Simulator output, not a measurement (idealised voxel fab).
Title: Process Module voxel capacitor over wiring
Displayed cross-section: cut, width of 190 nm, square cells sized 5 nm.
Heads up, the way a cross-section reads in here is a grid of square cells, handed over as bands from the top down, with every band being one or more rows of cells. Quick guide to a band line: top height, bottom height (nm) up front; then every material left to right with its width in nm. Only one material and it's marked "all across"? Then it fills the band edge to edge. And "air" just means empty space. For the purposes of this specification, 0 denotes the height below which the wafer in its as-received condition is composed wholly of one material, and the lowermost band, lacking a lower limit, extends downward without end, as expressed in "top 0, no bottom". Width spec "30->40" -> top row of cells at first value, bottom row at second value, equal per-row change in between. Where a step carries "nothing was modified", the cross-section came out of it unchanged, cell for cell. "Closed voids list" lists enclosed empty spaces (at least 8 cells, no open path upward to the top), each as width x height at distance from the left edge, in nm. If you see something after the settings on a step's line, that's the simulator's own remark about that step. "overlay nm" denotes, for a step that has a mask, the displacement of the mask to the right of its planned place, with negative values corresponding to the left.

**Steps planned for the process**
1,RECEIVE: material Si
2,CONFORMAL_DEP: material SiO2, thk nm 15
3,DIRECTIONAL_DEP: material TiN, thk nm 5
4,DIRECTIONAL_DEP: material Ru, thk nm 20
5,DIRECTIONAL_DEP: material aC, thk nm 10
6,PATTERN: tone cover, mask id METAL_1, material resist, width nm 20, pitch nm 70, thk nm 25, overlay nm 0
7,DIRECTIONAL_ETCH: etch materials aC, depth nm 10
8,STRIP: etch materials resist
9,DIRECTIONAL_ETCH: etch materials Ru, depth nm 20
10,DIRECTIONAL_ETCH: etch materials TiN, depth nm 5
11,STRIP: etch materials aC
12,CONFORMAL_DEP: material SiN, thk nm 5
13,FILL_DEP: material SiO2, thk nm 10
14,CMP: height nm 40
15,CONFORMAL_DEP: material SiCN, thk nm 5
16,DIRECTIONAL_DEP: material lowk, thk nm 10
17,MASKED_ETCH: tone open, mask id PLUG_1, width nm 15, etch materials lowk, depth nm 10, overlay nm 0
18,MASKED_ETCH: tone open, mask id PLUG_1, width nm 15, etch materials SiCN, depth nm 5, overlay nm 0
19,EPI: material Ru, thk nm 10
20,EPI: material Ru, thk nm 5
21,DIRECTIONAL_DEP: material TiN, thk nm 5
22,DIRECTIONAL_DEP: material HfO2, thk nm 5
23,DIRECTIONAL_DEP: material TiN, thk nm 5
24,DIRECTIONAL_DEP: material aC, thk nm 10
25,PATTERN: tone cover, mask id UPPER_PLATE, material resist, width nm 55, thk nm 30, overlay nm 0
26,DIRECTIONAL_ETCH: etch materials aC, depth nm 10
27,STRIP: etch materials resist
28,DIRECTIONAL_ETCH: etch materials TiN, depth nm 5
29,DIRECTIONAL_ETCH: etch materials HfO2, depth nm 5
30,STRIP: etch materials aC
31,MASKED_ETCH: tone cover, mask id LOWER_PLATE, width nm 65, etch materials TiN, depth nm 5, overlay nm 0
32,FILL_DEP: material SiO2, thk nm 15
33,CMP: height nm 80
34,PATTERN: tone open, mask id PLUG_2, material resist, width nm 15, thk nm 15, overlay nm 0
35,DIRECTIONAL_ETCH: etch materials SiO2, depth nm 10
36,STRIP: etch materials resist
37,CONFORMAL_DEP: material TiN, thk nm 5
38,FILL_DEP: material Cu, thk nm 5
39,CMP: height nm 80
40,CONFORMAL_DEP: material SiN, thk nm 5

**So, the first of our two wafers, run just as we planned it**

**Step 1 complete: cross-section of the wafer as received**
  top 0, no bottom = Si all across
  Closed voids list: none

**Cross-section through the wafer, step 2 finished**
  top 15, bottom 0 = SiO2 all across
  Note: structure below 0 unchanged.

**Cross-section through the wafer, step 3 finished**
  top 20, bottom 15 = TiN all across
  Note: structure below 15 unchanged.

**Cross-section through the wafer, step 4 finished**
  top 40, bottom 20 = Ru all across
  Note: structure below 20 unchanged.

**Cross-section through the wafer, step 5 finished**
  top 50, bottom 40 = aC all across
  Note: structure below 40 unchanged.

**Cross-section through the wafer, step 6 finished**
  top 75, bottom 50 = air=50, resist=20, air=50, resist=20, air=50
  Note: structure below 50 unchanged.

**Cross-section through the wafer, step 7 finished**
  top 65, bottom 50 = air=50, resist=20, air=50, resist=20, air=50
  top 50, bottom 40 = air=50, aC=20, air=50, aC=20, air=50
  Note: structure below 40 unchanged.

**Cross-section through the wafer, step 8 finished**
  top 50, bottom 40 = air=50, aC=20, air=50, aC=20, air=50
  Note: structure below 40 unchanged.

**Cross-section through the wafer, step 9 finished**
  top 50, bottom 40 = air=50, aC=20, air=50, aC=20, air=50
  top 40, bottom 20 = air=50, Ru=20, air=50, Ru=20, air=50
  Note: structure below 20 unchanged.

**Cross-section through the wafer, step 10 finished**
  top 50, bottom 40 = air=50, aC=20, air=50, aC=20, air=50
  top 40, bottom 20 = air=50, Ru=20, air=50, Ru=20, air=50
  top 20, bottom 15 = air=50, TiN=20, air=50, TiN=20, air=50
  Note: structure below 15 unchanged.

**Cross-section through the wafer, step 11 finished**
  top 40, bottom 20 = air=50, Ru=20, air=50, Ru=20, air=50
  Note: structure below 20 unchanged.

**Cross-section through the wafer, step 12 finished**
  top 45, bottom 40 = air=45, SiN=30, air=40, SiN=30, air=45
  top 40, bottom 20 = air=45, SiN=5, Ru=20, SiN=5, air=40, SiN=5, Ru=20, SiN=5, air=45
  top 20, bottom 15 = SiN=50, TiN=20, SiN=50, TiN=20, SiN=50
  Note: structure below 15 unchanged.

**Cross-section through the wafer, step 13 finished**
  top 55, bottom 45 = SiO2 all across
  top 45, bottom 40 = SiO2=45, SiN=30, SiO2=40, SiN=30, SiO2=45
  top 40, bottom 20 = SiO2=45, SiN=5, Ru=20, SiN=5, SiO2=40, SiN=5, Ru=20, SiN=5, SiO2=45
  Note: structure below 20 unchanged.

**Cross-section through the wafer, step 14 finished**
  top 40, bottom 20 = SiO2=45, SiN=5, Ru=20, SiN=5, SiO2=40, SiN=5, Ru=20, SiN=5, SiO2=45
  Note: structure below 20 unchanged.

**Cross-section through the wafer, step 15 finished**
  top 45, bottom 40 = SiCN all across
  Note: structure below 40 unchanged.

**Cross-section through the wafer, step 16 finished**
  top 55, bottom 45 = lowk all across
  Note: structure below 45 unchanged.

**Cross-section through the wafer, step 17 finished**
  top 55, bottom 45 = lowk=55, air=15, lowk=120
  Note: structure below 45 unchanged.

**Cross-section through the wafer, step 18 finished**
  top 55, bottom 45 = lowk=55, air=15, lowk=120
  top 45, bottom 40 = SiCN=55, air=15, SiCN=120
  Note: structure below 40 unchanged.

**Cross-section through the wafer, step 19 finished**
  top 55, bottom 50 = lowk=55, air=15, lowk=120
  top 50, bottom 45 = lowk=55, Ru=15, lowk=120
  top 45, bottom 40 = SiCN=55, Ru=15, SiCN=120
  Note: structure below 40 unchanged.

**Cross-section through the wafer, step 20 finished**
  top 55, bottom 45 = lowk=55, Ru=15, lowk=120
  Note: structure below 45 unchanged.

**Cross-section through the wafer, step 21 finished**
  top 60, bottom 55 = TiN all across
  Note: structure below 55 unchanged.

**Cross-section through the wafer, step 22 finished**
  top 65, bottom 60 = HfO2 all across
  Note: structure below 60 unchanged.

**Cross-section through the wafer, step 23 finished**
  top 70, bottom 65 = TiN all across
  Note: structure below 65 unchanged.

**Cross-section through the wafer, step 24 finished**
  top 80, bottom 70 = aC all across
  Note: structure below 70 unchanged.

**Cross-section through the wafer, step 25 finished**
  top 110, bottom 80 = air=55, resist=55, air=80
  Note: structure below 80 unchanged.

**Cross-section through the wafer, step 26 finished**
  top 100, bottom 80 = air=55, resist=55, air=80
  top 80, bottom 70 = air=55, aC=55, air=80
  Note: structure below 70 unchanged.

**Cross-section through the wafer, step 27 finished**
  top 80, bottom 70 = air=55, aC=55, air=80
  Note: structure below 70 unchanged.

**Cross-section through the wafer, step 28 finished**
  top 80, bottom 70 = air=55, aC=55, air=80
  top 70, bottom 65 = air=55, TiN=55, air=80
  Note: structure below 65 unchanged.

**Cross-section through the wafer, step 29 finished**
  top 80, bottom 70 = air=55, aC=55, air=80
  top 70, bottom 65 = air=55, TiN=55, air=80
  top 65, bottom 60 = air=55, HfO2=55, air=80
  Note: structure below 60 unchanged.

**Cross-section through the wafer, step 30 finished**
  top 70, bottom 65 = air=55, TiN=55, air=80
  Note: structure below 65 unchanged.

**Cross-section through the wafer, step 31 finished**
  top 70, bottom 65 = air=55, TiN=55, air=80
  top 65, bottom 60 = air=55, HfO2=55, air=80
  top 60, bottom 55 = air=50, TiN=65, air=75
  Note: structure below 55 unchanged.

**Cross-section through the wafer, step 32 finished**
  top 85, bottom 70 = SiO2 all across
  top 70, bottom 65 = SiO2=55, TiN=55, SiO2=80
  top 65, bottom 60 = SiO2=55, HfO2=55, SiO2=80
  top 60, bottom 55 = SiO2=50, TiN=65, SiO2=75
  Note: structure below 55 unchanged.

**Cross-section through the wafer, step 33 finished**
  top 80, bottom 70 = SiO2 all across
  Note: structure below 70 unchanged.

**Cross-section through the wafer, step 34 finished**
  top 95, bottom 80 = resist=65, air=15, resist=110
  Note: structure below 80 unchanged.

**Cross-section through the wafer, step 35 finished**
  top 95, bottom 80 = resist=65, air=15, resist=110
  top 80, bottom 70 = SiO2=65, air=15, SiO2=110
  Note: structure below 70 unchanged.

**Cross-section through the wafer, step 36 finished**
  top 80, bottom 70 = SiO2=65, air=15, SiO2=110
  Note: structure below 70 unchanged.

**Cross-section through the wafer, step 37 finished**
  top 85, bottom 80 = TiN=70, air=5, TiN=115
  top 80, bottom 75 = SiO2=65, TiN=5, air=5, TiN=5, SiO2=110
  top 75, bottom 65 = SiO2=65->55, TiN=15->55, SiO2=110->80
  Note: structure below 65 unchanged.

**Cross-section through the wafer, step 38 finished**
  top 90, bottom 85 = Cu all across
  top 85, bottom 80 = TiN=70, Cu=5, TiN=115
  top 80, bottom 75 = SiO2=65, TiN=5, Cu=5, TiN=5, SiO2=110
  Note: structure below 75 unchanged.

**Cross-section through the wafer, step 39 finished**
  top 80, bottom 75 = SiO2=65, TiN=5, Cu=5, TiN=5, SiO2=110
  Note: structure below 75 unchanged.

**Cross-section through the wafer, step 40 finished**
  top 85, bottom 80 = SiN all across
  Note: structure below 80 unchanged.

**Okay, second wafer. Nothing different at the start, nothing different in the plan, just one mistake somewhere in the running. As far as step 30, counting that step, it's the first wafer all over again**

**Second wafer shown in cross-section at the time step 31 was slated to end**
  top 70, bottom 65 = air=60, TiN=50, air=80
  top 65, bottom 60 = air=55, HfO2=55, air=80
  top 60, bottom 55 = air=55, TiN=70, air=65
  Note: structure below 55 unchanged.

**Second wafer shown in cross-section at the time step 32 was slated to end**
  top 85, bottom 70 = SiO2 all across
  top 70, bottom 65 = SiO2=60, TiN=50, SiO2=80
  top 65, bottom 60 = SiO2=55, HfO2=55, SiO2=80
  top 60, bottom 55 = SiO2=55, TiN=70, SiO2=65
  Note: structure below 55 unchanged.

**Second wafer shown in cross-section at the time step 33 was slated to end**
  top 80, bottom 70 = SiO2 all across
  Note: structure below 70 unchanged.

**Second wafer shown in cross-section at the time step 34 was slated to end**
  top 95, bottom 80 = resist=65, air=15, resist=110
  Note: structure below 80 unchanged.

**Second wafer shown in cross-section at the time step 35 was slated to end**
  top 95, bottom 80 = resist=65, air=15, resist=110
  top 80, bottom 70 = SiO2=65, air=15, SiO2=110
  Note: structure below 70 unchanged.

**Second wafer shown in cross-section at the time step 36 was slated to end**
  top 80, bottom 70 = SiO2=65, air=15, SiO2=110
  Note: structure below 70 unchanged.

**Second wafer shown in cross-section at the time step 37 was slated to end**
  top 85, bottom 80 = TiN=70, air=5, TiN=115
  top 80, bottom 75 = SiO2=65, TiN=5, air=5, TiN=5, SiO2=110
  top 75, bottom 65 = SiO2=65->60, TiN=15->50, SiO2=110->80
  Note: structure below 65 unchanged.

**Second wafer shown in cross-section at the time step 38 was slated to end**
  top 90, bottom 85 = Cu all across
  top 85, bottom 80 = TiN=70, Cu=5, TiN=115
  top 80, bottom 75 = SiO2=65, TiN=5, Cu=5, TiN=5, SiO2=110
  Note: structure below 75 unchanged.

**Second wafer shown in cross-section at the time step 39 was slated to end**
  top 80, bottom 75 = SiO2=65, TiN=5, Cu=5, TiN=5, SiO2=110
  Note: structure below 75 unchanged.

**Second wafer shown in cross-section at the time step 40 was slated to end**
  top 85, bottom 80 = SiN all across
  Note: structure below 80 unchanged.
Plan not followed: planned and actual differ for step 31; actual: MASKED_ETCH: tone cover, mask id LOWER_PLATE, width nm 65, etch materials TiN, depth nm 5, overlay nm 10
Final wafers compared: equal cell tally per material, rearranged layout.
